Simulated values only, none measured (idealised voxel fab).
Process module, titled voxel capacitor over wiring
The cross-section on display is named cut; it measures 180 nm wide, and its cells are 5 nm squares.
Heads up, the way a cross-section reads in here is a grid of square cells, handed over as bands from the top down, with every band being one or more rows of cells. Band: top and bottom heights (nm) first, top before bottom; then materials from left to right, widths in nm. "all across" marks a sole material filling the band edge to edge. "blank" denotes empty space. Heights are reckoned from 0. Under this level, the received wafer is all of one material. The bottommost band is open-ended downward, for example "from 0 down". The expression "30..40" gives the width at the extremes of the band, the first number at its top row of cells and the second at its bottom row, with the width changing by equal amounts from each row to the next in between. Given "identical to before" for a step, no cell of the cross-section differs between before and after that step. "Fully sealed voids" - sealed voids, min. 8 cells, no opening to top; format: width x height at distance (distance from left edge; nm throughout). Where a step's line continues beyond its settings, the continuation is a remark by the simulator itself on that step. overlay nm: mask offset rightward from planned place, masked step; negative means leftward offset.

Planned step list for the process:
1. RECEIVE [material Si]
2. CONFORMAL_DEP [material SiO2] [thk nm 10]
3. DIRECTIONAL_DEP [material TiN] [thk nm 5]
4. DIRECTIONAL_DEP [material W] [thk nm 15]
5. PATTERN [tone cover] [mask id METAL_1] [material resist] [width nm 25] [pitch nm 75] [thk nm 15] [overlay nm 0]
6. DIRECTIONAL_ETCH [etch materials W] [depth nm 15]
7. DIRECTIONAL_ETCH [etch materials TiN] [depth nm 5]
8. STRIP [etch materials resist]
9. FILL_DEP [material lowk] [thk nm 5]
10. CMP [height nm 30]
11. CONFORMAL_DEP [material SiCN] [thk nm 5]
12. DIRECTIONAL_DEP [material lowk] [thk nm 20]
13. PATTERN [tone open] [mask id PLUG_1] [material resist] [width nm 15] [thk nm 15] [overlay nm 0]
14. DIRECTIONAL_ETCH [etch materials lowk] [depth nm 20]
15. DIRECTIONAL_ETCH [etch materials SiCN] [depth nm 5]
16. STRIP [etch materials resist]
17. EPI [material Ru] [thk nm 10]
18. EPI [material Ru] [thk nm 10]
19. EPI [material Ru] [thk nm 5]
20. DIRECTIONAL_DEP [material TiN] [thk nm 10]
21. DIRECTIONAL_DEP [material Al2O3] [thk nm 5]
22. DIRECTIONAL_DEP [material TiN] [thk nm 5]
23. DIRECTIONAL_DEP [material aC] [thk nm 15]
24. PATTERN [tone cover] [mask id UPPER_PLATE] [material resist] [width nm 55] [thk nm 35] [overlay nm 0]
25. DIRECTIONAL_ETCH [etch materials aC] [depth nm 15]
26. STRIP [etch materials resist]
27. DIRECTIONAL_ETCH [etch materials TiN] [depth nm 5]
28. DIRECTIONAL_ETCH [etch materials Al2O3] [depth nm 5]
29. STRIP [etch materials aC]
30. PATTERN [tone cover] [mask id LOWER_PLATE] [material resist] [width nm 65] [thk nm 20] [overlay nm 0]
31. DIRECTIONAL_ETCH [etch materials TiN] [depth nm 10]
32. STRIP [etch materials resist]
33. FILL_DEP [material SiO2] [thk nm 20]
34. CMP [height nm 90]
35. PATTERN [tone open] [mask id PLUG_2] [material resist] [width nm 15] [thk nm 20] [overlay nm 0]
36. DIRECTIONAL_ETCH [etch materials SiO2] [depth nm 15]
37. STRIP [etch materials resist]
38. CONFORMAL_DEP [material TiN] [thk nm 5]
39. FILL_DEP [material W] [thk nm 10]
40. CMP [height nm 90]
41. CONFORMAL_DEP [material SiN] [thk nm 5]

This is the cross-section of the wafer as we received it, i.e. after step 1:
  from 0 down | Si all across
  Fully sealed voids: none

Cross-section, first of two wafers, end of module, run as planned:
  from 95 to 90 | SiN all across
  from 90 to 80 | 60 SiO2, then 5 TiN, then 5 W, then 5 TiN, then 105 SiO2
  from 80 to 70 | 60..50 SiO2, then 15..55 TiN, then 105..75 SiO2
  from 70 to 65 | 50 SiO2, then 55 Al2O3, then 75 SiO2
  from 65 to 55 | 45 SiO2, then 65 TiN, then 70 SiO2
  from 55 to 35 | 50 lowk, then 15 Ru, then 115 lowk
  from 35 to 30 | 50 SiCN, then 15 Ru, then 115 SiCN
  from 30 to 15 | 40 lowk, then 25 W, then 50 lowk, then 25 W, then 40 lowk
  from 15 to 10 | 40 lowk, then 25 TiN, then 50 lowk, then 25 TiN, then 40 lowk
  from 10 to 0 | SiO2 all across
  from 0 down | Si all across
  Fully sealed voids: none

Cross-sectional view of the second of two wafers upon completion of the module. This wafer shared its starting condition and process plan with the first; one error was made during its execution:
  from 95 to 90 | SiN all across
  from 90 to 80 | 60 SiO2, then 5 TiN, then 5 W, then 5 TiN, then 105 SiO2
  from 80 to 75 | 60 SiO2, then 15 TiN, then 105 SiO2
  from 75 to 70 | 50 SiO2, then 15 TiN, then 25 SiO2, then 15 TiN, then 75 SiO2
  from 70 to 65 | 50 SiO2, then 15 Al2O3, then 25 SiO2, then 15 Al2O3, then 75 SiO2
  from 65 to 55 | 45 SiO2, then 20 TiN, then 25 SiO2, then 20 TiN, then 70 SiO2
  from 55 to 50 | 15 SiO2, then 35 Ru, then 15 lowk, then 25 SiO2, then 75 Ru, then 15 SiO2
  from 50 to 45 | 15 SiO2, then 35 Ru, then 15 lowk, then 25 TiN, then 75 Ru, then 15 SiO2
  from 45 to 40 | 15 SiO2, then 35 Ru, then 15 lowk, then 25 Al2O3, then 75 Ru, then 15 SiO2
  from 40 to 35 | 15 SiO2, then 35 Ru, then 15 lowk, then 25 TiN, then 75 Ru, then 15 SiO2
  from 35 to 30 | 15 SiO2, then 35 Ru, then 15 SiCN, then 25 TiN, then 75 Ru, then 15 SiO2
  from 30 to 15 | 40 lowk, then 25 W, then 50 lowk, then 25 W, then 40 lowk
  from 15 to 10 | 40 lowk, then 25 TiN, then 50 lowk, then 25 TiN, then 40 lowk
  from 10 to 0 | SiO2 all across
  from 0 down | Si all across
  Fully sealed voids: none
Deviation noted in wafer processing: step 13 changed vs plan, executed as PATTERN [tone cover] [mask id PLUG_1] [material resist] [width nm 15] [thk nm 15] [overlay nm 0]
FYI, end of process, the second wafer has more or fewer cells of some materials than the first: 95 more of Ru, 30 fewer of SiCN, 55 more of SiO2, 120 fewer of lowk
